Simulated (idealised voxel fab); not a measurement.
Documented hereafter: the process module known as voxel ribs on slabs.
It is cross-section cut that appears here, measuring 290 nm in width, its square cells being 5 nm in size.
Cross-section, as written here: a square-cell grid given band by band from the top down, where a band holds one or more rows of cells. Band entry format. Leading values: height of top, height of bottom, nm. Remainder: materials in left-to-right order, each with its width in nm. Special words: "throughout" on a single material, which then fills the band edge to edge; "air", empty space. Heads up on the height convention: 0 is the point under which the incoming wafer is all one material, and the lowest band has no bottom, it just keeps going down, like "top 0, no bottom". Width spec "30 to 40" -> top row of cells at first value, bottom row at second value, equal per-row change in between. Any step labelled "no alteration" changed none of the cells in the cross-section. Empty spaces counting at least 8 cells and having no open way to the top are listed in "Listed closed voids". The notation width x height at distance is used for each, the distance being from the left edge and all three values in nm. If you see something after the settings on a step's line, that's the simulator's own remark about that step. The setting "overlay nm" may be written on the line of a step. When the step uses a mask, the value reports how far to the right of the planned place the mask lay, and a negative value reports that it lay to the left.

**Steps planned for the process**
- 1: RECEIVE,material Si
- 2: DIRECTIONAL_DEP,material SiO2,thk nm 30
- 3: DIRECTIONAL_DEP,material SiN,thk nm 15
- 4: MASKED_ETCH,tone cover,mask id RIB,width nm 25,etch materials SiN,depth nm 10,overlay nm 0
- 5: MASKED_ETCH,tone cover,mask id SLAB,width nm 65,etch materials SiN,depth nm 5,overlay nm 0
- 6: FILL_DEP,material SiO2,thk nm 15
- 7: CMP,height nm 55
- 8: DIRECTIONAL_DEP,material TiN,thk nm 10
- 9: DIRECTIONAL_DEP,material aC,thk nm 10
- 10: PATTERN,tone cover,mask id HEATER,material resist,width nm 35,thk nm 25,overlay nm 0
- 11: DIRECTIONAL_ETCH,etch materials aC,depth nm 10
- 12: STRIP,etch materials resist
- 13: DIRECTIONAL_ETCH,etch materials TiN,depth nm 10
- 14: STRIP,etch materials aC
- 15: CONFORMAL_DEP,material SiO2,thk nm 5

**First of two wafers: run as planned**

**Cross-section of the incoming wafer, state after step 1**
	top 0, no bottom | Si throughout
	Listed closed voids: none

**The following cross-section depicts the wafer upon completion of step 2**
	top 30, bottom 0 | SiO2 throughout
	Nothing below the height 0 has changed.

**The following cross-section depicts the wafer upon completion of step 3**
	top 45, bottom 30 | SiN throughout
	Nothing below the height 30 has changed.

**The following cross-section depicts the wafer upon completion of step 4**
	top 45, bottom 35 | 130 air, then 25 SiN, then 135 air
	Nothing below the height 35 has changed.

**The following cross-section depicts the wafer upon completion of step 5**
	top 45, bottom 35 | 130 air, then 25 SiN, then 135 air
	top 35, bottom 30 | 110 air, then 65 SiN, then 115 air
	Nothing below the height 30 has changed.

**The following cross-section depicts the wafer upon completion of step 6**
	top 60, bottom 45 | SiO2 throughout
	top 45, bottom 35 | 130 SiO2, then 25 SiN, then 135 SiO2
	top 35, bottom 30 | 110 SiO2, then 65 SiN, then 115 SiO2
	Nothing below the height 30 has changed.

**The following cross-section depicts the wafer upon completion of step 7**
	top 55, bottom 45 | SiO2 throughout
	Nothing below the height 45 has changed.

**The following cross-section depicts the wafer upon completion of step 8**
	top 65, bottom 55 | TiN throughout
	Nothing below the height 55 has changed.

**The following cross-section depicts the wafer upon completion of step 9**
	top 75, bottom 65 | aC throughout
	Nothing below the height 65 has changed.

**The following cross-section depicts the wafer upon completion of step 10**
	top 100, bottom 75 | 125 air, then 35 resist, then 130 air
	Nothing below the height 75 has changed.

**The following cross-section depicts the wafer upon completion of step 11**
	top 90, bottom 75 | 125 air, then 35 resist, then 130 air
	top 75, bottom 65 | 125 air, then 35 aC, then 130 air
	Nothing below the height 65 has changed.

**The following cross-section depicts the wafer upon completion of step 12**
	top 75, bottom 65 | 125 air, then 35 aC, then 130 air
	Nothing below the height 65 has changed.

**The following cross-section depicts the wafer upon completion of step 13**
	top 75, bottom 65 | 125 air, then 35 aC, then 130 air
	top 65, bottom 55 | 125 air, then 35 TiN, then 130 air
	Nothing below the height 55 has changed.

**The following cross-section depicts the wafer upon completion of step 14**
	top 65, bottom 55 | 125 air, then 35 TiN, then 130 air
	Nothing below the height 55 has changed.

**The following cross-section depicts the wafer upon completion of step 15**
	top 70, bottom 65 | 120 air, then 45 SiO2, then 125 air
	top 65, bottom 60 | 120 air, then 5 SiO2, then 35 TiN, then 5 SiO2, then 125 air
	top 60, bottom 55 | 125 SiO2, then 35 TiN, then 130 SiO2
	Nothing below the height 55 has changed.

**Here the second wafer is described. Its start and its plan were those of the first wafer. Its run contained one mistake. Up to and including step 2, it did exactly what the first wafer did**

**Second wafer, section view, time point: scheduled end of step 3**
	top 60, bottom 30 | SiN throughout
	Nothing below the height 30 has changed.

**Second wafer, section view, time point: scheduled end of step 4**
	top 60, bottom 50 | 130 air, then 25 SiN, then 135 air
	Nothing below the height 50 has changed.

**Second wafer, section view, time point: scheduled end of step 5**
	top 60, bottom 50 | 130 air, then 25 SiN, then 135 air
	top 50, bottom 45 | 110 air, then 65 SiN, then 115 air
	Nothing below the height 45 has changed.

**Second wafer, section view, time point: scheduled end of step 6**
	top 75, bottom 60 | SiO2 throughout
	top 60, bottom 50 | 130 SiO2, then 25 SiN, then 135 SiO2
	top 50, bottom 45 | 110 SiO2, then 65 SiN, then 115 SiO2
	Nothing below the height 45 has changed.

**Second wafer, section view, time point: scheduled end of step 7**
	top 55, bottom 45 | 130 to 110 SiO2, then 25 to 65 SiN, then 135 to 115 SiO2
	Nothing below the height 45 has changed.

**Second wafer, section view, time point: scheduled end of step 8**
	top 65, bottom 55 | TiN throughout
	Nothing below the height 55 has changed.

**Second wafer, section view, time point: scheduled end of step 9**
	top 75, bottom 65 | aC throughout
	Nothing below the height 65 has changed.

**Second wafer, section view, time point: scheduled end of step 10**
	top 100, bottom 75 | 125 air, then 35 resist, then 130 air
	Nothing below the height 75 has changed.

**Second wafer, section view, time point: scheduled end of step 11**
	top 90, bottom 75 | 125 air, then 35 resist, then 130 air
	top 75, bottom 65 | 125 air, then 35 aC, then 130 air
	Nothing below the height 65 has changed.

**Second wafer, section view, time point: scheduled end of step 12**
	top 75, bottom 65 | 125 air, then 35 aC, then 130 air
	Nothing below the height 65 has changed.

**Second wafer, section view, time point: scheduled end of step 13**
	top 75, bottom 65 | 125 air, then 35 aC, then 130 air
	top 65, bottom 55 | 125 air, then 35 TiN, then 130 air
	Nothing below the height 55 has changed.

**Second wafer, section view, time point: scheduled end of step 14**
	top 65, bottom 55 | 125 air, then 35 TiN, then 130 air
	Nothing below the height 55 has changed.

**Second wafer, section view, time point: scheduled end of step 15**
	top 70, bottom 65 | 120 air, then 45 SiO2, then 125 air
	top 65, bottom 60 | 120 air, then 5 SiO2, then 35 TiN, then 5 SiO2, then 125 air
	top 60, bottom 55 | 125 SiO2, then 35 TiN, then 130 SiO2
	Nothing below the height 55 has changed.
So what did we get wrong on this run? step 3 in the plan was executed twice
It is noted that, at the conclusion of processing, the second wafer exhibits a higher or lower cell count for certain materials relative to the first: SiN +169 | SiO2 -169
